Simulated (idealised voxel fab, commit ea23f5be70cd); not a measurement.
The document below concerns the process module designated voxel double patterning.
The cross-section shown here is cut; it is 195 nm wide and divided into square cells measuring 5 nm on a side.
Cross-section, as written here: a square-cell grid given band by band from the top down, where a band holds one or more rows of cells. Quick guide to a band line: top height, bottom height (nm) up front; then every material left to right with its width in nm. Only one material and it's marked "edge to edge"? Then it fills the band edge to edge. And "blank" just means empty space. Heights are measured from 0, the level below which the as-received wafer is all one material; the lowest band has no bottom and continues downward, written as in "0..down". Width "30..40": first value at the band's top row of cells, second value at its bottom row, equal change from row to row. When a step is marked "stayed the same", none of the cells in the cross-section changed during that step. Look at "Trapped cavities" for the closed voids: empty spaces with no open path to the top, sized 8 cells or up. Each is width x height at distance, distance from the left edge, all nm. Heads up: the bit after the settings on a step's line is the simulator's remark on that step. A step's line can hold "overlay nm"; with a mask on that step, the setting says how far right of the planned place the mask lay, while a negative setting says it lay to the left.
-- Steps planned for the process
| 1 | RECEIVE | material Si |
| 2 | CONFORMAL_DEP | material SiO2 | thk nm 5 |
| 3 | DIRECTIONAL_DEP | material polySi | thk nm 20 |
| 4 | DIRECTIONAL_DEP | material SiN | thk nm 5 |
| 5 | DIRECTIONAL_DEP | material aC | thk nm 10 |
| 6 | PATTERN | tone open | mask id FIRST | material resist | width nm 15 | pitch nm 50 | thk nm 30 | overlay nm 0 |
| 7 | DIRECTIONAL_ETCH | etch materials aC | depth nm 10 |
| 8 | STRIP | etch materials resist |
| 9 | DIRECTIONAL_ETCH | etch materials SiN | depth nm 5 |
| 10 | STRIP | etch materials aC |
| 11 | PATTERN | tone open | mask id SECOND | material resist | width nm 15 | thk nm 20 | overlay nm 0 |
| 12 | DIRECTIONAL_ETCH | etch materials SiN | depth nm 5 |
| 13 | STRIP | etch materials resist |
| 14 | DIRECTIONAL_ETCH | etch materials polySi | depth nm 20 |
| 15 | STRIP | etch materials SiN |
-- as received, after step 1
  0..down = Si edge to edge
  Trapped cavities: none
-- Cross-section taken at module completion on the first of two wafers; processed per the plan
  25..5 = 65 nm polySi / 15 nm blank / 10 nm polySi / 15 nm blank / 10 nm polySi / 15 nm blank / 65 nm polySi
  5..0 = SiO2 edge to edge
  0..down = Si edge to edge
  Trapped cavities: none
-- What the second wafer looks like in cross-section once the module is done. Its start and its plan matched the first wafer's exactly; what differed was one mistake in how it was run
  25..20 = SiO2 edge to edge
  20..0 = polySi edge to edge
  0..down = Si edge to edge
  Trapped cavities: none
Misprocessing identified: steps 2 and 3 of the plan were run in the wrong order, each in the other's place
Bottom line after processing is that, in cells, the second wafer is up or down on some materials versus the first: polySi +36
